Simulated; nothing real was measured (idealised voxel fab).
This is a process module. Its name is voxel transistor to metal.
200 nm wide, 5 nm square cells: that's cross-section cut.
We lay out every cross-section as a grid of square cells and spell it out in bands from the top down, where one band means one or more rows of cells.
The entry gives the band's vertical extent as a top height and a bottom height in nm, then its horizontal make-up as materials from left to right, each with a width in nm. "air" stands for empty space; a single material marked "throughout" fills the band edge to edge.
Note: height 0 marks the level under which the wafer is uniformly one material as received. Lowest band unbounded below, written "0..down".
You'd read "30..40" like this: the band's top row of cells is as wide as the first number, its bottom row is as wide as the second, and going down, every row changes width by the same amount as the row before did.
Any step labelled "identical to before" changed none of the cells in the cross-section.
Listed in "Completely enclosed voids": every empty space of 8 or more cells without an open way to the top. Form: width x height at distance, the distance being from the left edge, all in nm.
Heads up: the bit after the settings on a step's line is the simulator's remark on that step.
A step line may carry the setting "overlay nm", which, for steps involving a mask, states the distance by which the mask lay to the right of its intended position; negative values denote displacement to the left.
## The steps planned for the process are as follows
- 1: op RECEIVE | material Si
- 2: op CONFORMAL_DEP | material SiO2 | thk nm 5
- 3: op CONFORMAL_DEP | material SiN | thk nm 15
- 4: op MASKED_ETCH | tone cover | mask id ACTIVE | width nm 95 | etch materials SiN | depth nm 15 | overlay nm 0
- 5: op MASKED_ETCH | tone cover | mask id ACTIVE | width nm 95 | etch materials SiO2 | depth nm 5 | overlay nm 0
- 6: op MASKED_ETCH | tone cover | mask id ACTIVE | width nm 95 | etch materials Si | depth nm 30 | overlay nm 0
- 7: op OXIDIZE | depth nm 5
- 8: op FILL_DEP | material SiO2 | thk nm 10
- 9: op CMP | height nm 20
- 10: op SELECTIVE_ETCH | etch materials SiO2 | depth nm 10
- 11: op STRIP | etch materials SiN
- 12: op SELECTIVE_ETCH | etch materials SiO2 | depth nm 5
- 13: op OXIDIZE | depth nm 5
- 14: op DIRECTIONAL_DEP | material polySi | thk nm 30
- 15: op DIRECTIONAL_DEP | material SiCN | thk nm 15
- 16: op PATTERN | tone cover | mask id GATE | material resist | width nm 15 | thk nm 20 | overlay nm 0
- 17: op DIRECTIONAL_ETCH | etch materials SiCN | depth nm 25
- 18: op DIRECTIONAL_ETCH | etch materials polySi | depth nm 40
- 19: op STRIP | etch materials resist
- 20: op CONFORMAL_DEP | material SiO2 | thk nm 5
- 21: op DIRECTIONAL_ETCH | etch materials SiO2 | depth nm 5
- 22: op CONFORMAL_DEP | material SiN | thk nm 5
- 23: op DIRECTIONAL_ETCH | etch materials SiN | depth nm 5
- 24: op DIRECTIONAL_ETCH | etch materials SiO2 | depth nm 5
- 25: op DIRECTIONAL_ETCH | etch materials Si | depth nm 15
- 26: op EPI | material pSi | thk nm 20
- 27: op FILL_DEP | material SiO2 | thk nm 5
- 28: op CMP | height nm 45
- 29: op DIRECTIONAL_DEP | material SiO2 | thk nm 10
- 30: op PATTERN | tone open | mask id CONTACT | material resist | width nm 20 | pitch nm 65 | thk nm 20 | overlay nm 0
- 31: op DIRECTIONAL_ETCH | etch materials SiO2 | depth nm 55
- 32: op STRIP | etch materials resist
- 33: op CONFORMAL_DEP | material TiN | thk nm 5
- 34: op FILL_DEP | material Ru | thk nm 5
- 35: op CMP | height nm 55
- 36: op DIRECTIONAL_DEP | material TiN | thk nm 5
- 37: op DIRECTIONAL_DEP | material W | thk nm 25
- 38: op MASKED_ETCH | tone cover | mask id METAL_1 | width nm 20 | pitch nm 65 | etch materials W | depth nm 25 | overlay nm 0
- 39: op MASKED_ETCH | tone cover | mask id METAL_1 | width nm 20 | pitch nm 65 | etch materials TiN | depth nm 5 | overlay nm 0
- 40: op CONFORMAL_DEP | material SiCN | thk nm 5
- 41: op FILL_DEP | material lowk | thk nm 5
- 42: op CMP | height nm 85
- 43: op CONFORMAL_DEP | material SiCN | thk nm 5
- 44: op DIRECTIONAL_DEP | material SiO2 | thk nm 35
- 45: op MASKED_ETCH | tone open | mask id METAL_2 | width nm 20 | pitch nm 65 | etch materials SiO2 | depth nm 20 | overlay nm 0
- 46: op MASKED_ETCH | tone open | mask id METAL_2_HOLES | width nm 15 | pitch nm 65 | etch materials SiO2 | depth nm 15 | overlay nm 0
- 47: op MASKED_ETCH | tone open | mask id METAL_2_HOLES | width nm 15 | pitch nm 65 | etch materials SiCN | depth nm 5 | overlay nm 0
- 48: op CONFORMAL_DEP | material TiN | thk nm 5
- 49: op FILL_DEP | material Cu | thk nm 5
- 50: op CMP | height nm 125
- 51: op CONFORMAL_DEP | material SiN | thk nm 5
## Received-state cross-section, reflecting completion of step 1
- 0..down = Si throughout
- Completely enclosed voids: none
## Final wafer profile in cross-section after the module, from the same start and plan as above, with one mistake made during processing
- 130..125 = SiN throughout
- 125..110 = SiO2=55, then TiN=5, then Cu=10, then TiN=5, then SiO2=45, then TiN=5, then Cu=10, then TiN=5, then SiO2=60
- 110..105 = SiO2=55, then TiN=5, then Cu=5, then TiN=10, then SiO2=45, then TiN=5, then Cu=5, then TiN=10, then SiO2=60
- 105..90 = SiO2=55, then TiN=5, then Cu=5, then TiN=5, then SiO2=50, then TiN=5, then Cu=5, then TiN=5, then SiO2=65
- 90..85 = SiCN=55, then TiN=15, then SiCN=50, then TiN=15, then SiCN=65
- 85..60 = lowk=50, then SiCN=5, then W=20, then SiCN=5, then lowk=35, then SiCN=5, then W=20, then SiCN=5, then lowk=55
- 60..55 = SiCN=55, then TiN=20, then SiCN=45, then TiN=20, then SiCN=60
- 55..45 = SiO2=55, then TiN=5, then Ru=10, then TiN=5, then SiO2=45, then TiN=5, then Ru=10, then TiN=5, then SiO2=60
- 45..35 = SiO2=55, then TiN=5, then Ru=10, then TiN=5, then SiO2=5, then SiN=5, then SiO2=5, then SiCN=15, then SiO2=5, then SiN=5, then SiO2=5, then TiN=5, then Ru=10, then TiN=5, then SiO2=60
- 35..25 = SiO2=55, then TiN=5, then Ru=10, then TiN=5, then SiO2=5, then SiN=5, then SiO2=5, then polySi=15, then SiO2=5, then SiN=5, then SiO2=5, then TiN=5, then Ru=10, then TiN=5, then SiO2=60
- 25..20 = SiO2=55, then TiN=20, then SiO2=5, then SiN=5, then SiO2=5, then polySi=15, then SiO2=5, then SiN=5, then SiO2=5, then TiN=20, then SiO2=60
- 20..5 = SiO2=55, then TiN=5, then pSi=20, then SiN=5, then SiO2=5, then polySi=15, then SiO2=5, then SiN=5, then pSi=20, then TiN=5, then SiO2=60
- 5..0 = SiO2=50, then pSi=30, then SiO2=35, then pSi=30, then SiO2=55
- 0..-15 = SiO2=55, then pSi=25, then Si=35, then pSi=25, then SiO2=60
- -15..-35 = SiO2=55, then Si=85, then SiO2=60
- -35..down = Si throughout
- Completely enclosed voids: none
What went wrong in running the wafer? steps 11 and 12 run out of order (swapped)
